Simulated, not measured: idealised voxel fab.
Herein follows the process module entitled voxel capacitor over wiring.
The cross-section shown here is cut; it is 145 nm wide and divided into square cells measuring 5 nm on a side.
A cross-section is written here as square cells arranged in a grid, and it is given in bands from the top down, each band taking up one or more rows of cells. Band entry format. Leading values: height of top, height of bottom, nm. Remainder: materials in left-to-right order, each with its width in nm. Special words: "everywhere" on a single material, which then fills the band edge to edge; "air", empty space. Basically, 0 is our baseline, since under it the wafer straight out of the box is all one material. The bottom band has no lower end and keeps on going down, so it looks like "from 0 down". Top row gets the first number, bottom row gets the second, and each row in between changes by the same step: that is how a band width like "30->40" works. A step reported as "identical to before" is a step in which no cell of the cross-section changed. Each empty space that has no open way to the top and spans at least 8 cells appears under "Closed void roster" as width x height at distance, the distance counted from the left edge, all in nm. Post-settings text on a step line: simulator's own remark regarding the step. "overlay nm" answers the question of how far to the right of plan the mask lay on a step that has a mask, and when it is negative the answer is to the left.

-- Listed below are the process steps as planned
1. RECEIVE,material Si
2. CONFORMAL_DEP,material SiO2,thk nm 15
3. CONFORMAL_DEP,material SiN,thk nm 5
4. DIRECTIONAL_DEP,material SiO2,thk nm 15
5. MASKED_ETCH,tone open,mask id METAL_1,width nm 25,pitch nm 75,etch materials SiO2,depth nm 15,overlay nm 0
6. MASKED_ETCH,tone open,mask id METAL_1,width nm 25,pitch nm 75,etch materials SiN,depth nm 5,overlay nm 0
7. CONFORMAL_DEP,material TiN,thk nm 5
8. FILL_DEP,material Ru,thk nm 10
9. CMP,height nm 35
10. CONFORMAL_DEP,material SiCN,thk nm 5
11. DIRECTIONAL_DEP,material lowk,thk nm 15
12. PATTERN,tone open,mask id PLUG_1,material resist,width nm 15,thk nm 15,overlay nm 0
13. DIRECTIONAL_ETCH,etch materials lowk,depth nm 15
14. DIRECTIONAL_ETCH,etch materials SiCN,depth nm 5
15. STRIP,etch materials resist
16. EPI,material Ru,thk nm 10
17. EPI,material Ru,thk nm 10
18. DIRECTIONAL_DEP,material TiN,thk nm 5
19. DIRECTIONAL_DEP,material HfO2,thk nm 5
20. DIRECTIONAL_DEP,material TiN,thk nm 10
21. DIRECTIONAL_DEP,material aC,thk nm 15
22. PATTERN,tone cover,mask id UPPER_PLATE,material resist,width nm 55,thk nm 30,overlay nm 0
23. DIRECTIONAL_ETCH,etch materials aC,depth nm 15
24. STRIP,etch materials resist
25. DIRECTIONAL_ETCH,etch materials TiN,depth nm 10
26. DIRECTIONAL_ETCH,etch materials HfO2,depth nm 5
27. STRIP,etch materials aC
28. MASKED_ETCH,tone cover,mask id LOWER_PLATE,width nm 65,etch materials TiN,depth nm 5,overlay nm 0
29. FILL_DEP,material SiO2,thk nm 15
30. CMP,height nm 85
31. MASKED_ETCH,tone open,mask id PLUG_2,width nm 15,etch materials SiO2,depth nm 10,overlay nm 0
32. CONFORMAL_DEP,material TiN,thk nm 5
33. FILL_DEP,material W,thk nm 5
34. CMP,height nm 85
35. CONFORMAL_DEP,material SiN,thk nm 5

-- Incoming wafer in cross-section (state: after step 1)
from 0 down | Si everywhere
Closed void roster: none

-- First of two wafers: cross-section at end of module, run per plan
from 90 to 85 | SiN everywhere
from 85 to 80 | SiO2 40 nm / TiN 5 nm / W 5 nm / TiN 5 nm / SiO2 90 nm
from 80 to 75 | SiO2 40 nm / TiN 15 nm / SiO2 90 nm
from 75 to 65 | SiO2 30 nm / TiN 55 nm / SiO2 60 nm
from 65 to 60 | SiO2 30 nm / HfO2 55 nm / SiO2 60 nm
from 60 to 55 | SiO2 25 nm / TiN 65 nm / SiO2 55 nm
from 55 to 40 | lowk 30 nm / Ru 15 nm / lowk 100 nm
from 40 to 35 | SiCN 30 nm / Ru 15 nm / SiCN 100 nm
from 35 to 20 | SiO2 20 nm / TiN 5 nm / Ru 15 nm / TiN 5 nm / SiO2 50 nm / TiN 5 nm / Ru 15 nm / TiN 5 nm / SiO2 25 nm
from 20 to 15 | SiN 20 nm / TiN 25 nm / SiN 50 nm / TiN 25 nm / SiN 25 nm
from 15 to 0 | SiO2 everywhere
from 0 down | Si everywhere
Closed void roster: none

-- second wafer at the end: like start, like plan, one mistake
from 90 to 85 | SiN everywhere
from 85 to 80 | SiO2 35 nm / TiN 5 nm / W 15 nm / TiN 5 nm / SiO2 85 nm
from 80 to 75 | SiO2 35 nm / TiN 25 nm / SiO2 85 nm
from 75 to 65 | SiO2 30 nm / TiN 55 nm / SiO2 60 nm
from 65 to 60 | SiO2 30 nm / HfO2 55 nm / SiO2 60 nm
from 60 to 55 | SiO2 25 nm / TiN 65 nm / SiO2 55 nm
from 55 to 40 | lowk 30 nm / Ru 15 nm / lowk 100 nm
from 40 to 35 | SiCN 30 nm / Ru 15 nm / SiCN 100 nm
from 35 to 20 | SiO2 20 nm / TiN 5 nm / Ru 15 nm / TiN 5 nm / SiO2 50 nm / TiN 5 nm / Ru 15 nm / TiN 5 nm / SiO2 25 nm
from 20 to 15 | SiN 20 nm / TiN 25 nm / SiN 50 nm / TiN 25 nm / SiN 25 nm
from 15 to 0 | SiO2 everywhere
from 0 down | Si everywhere
Closed void roster: none
Nonconformance to the process plan: off-plan run, step 31, actual operation and settings MASKED_ETCH,tone open,mask id PLUG_2,width nm 25,etch materials SiO2,depth nm 10,overlay nm 0
Upon completion, the second wafer contains, in terms of cells, a greater or smaller amount of certain materials than the first wafer: SiO2 -4, TiN +2, W +2
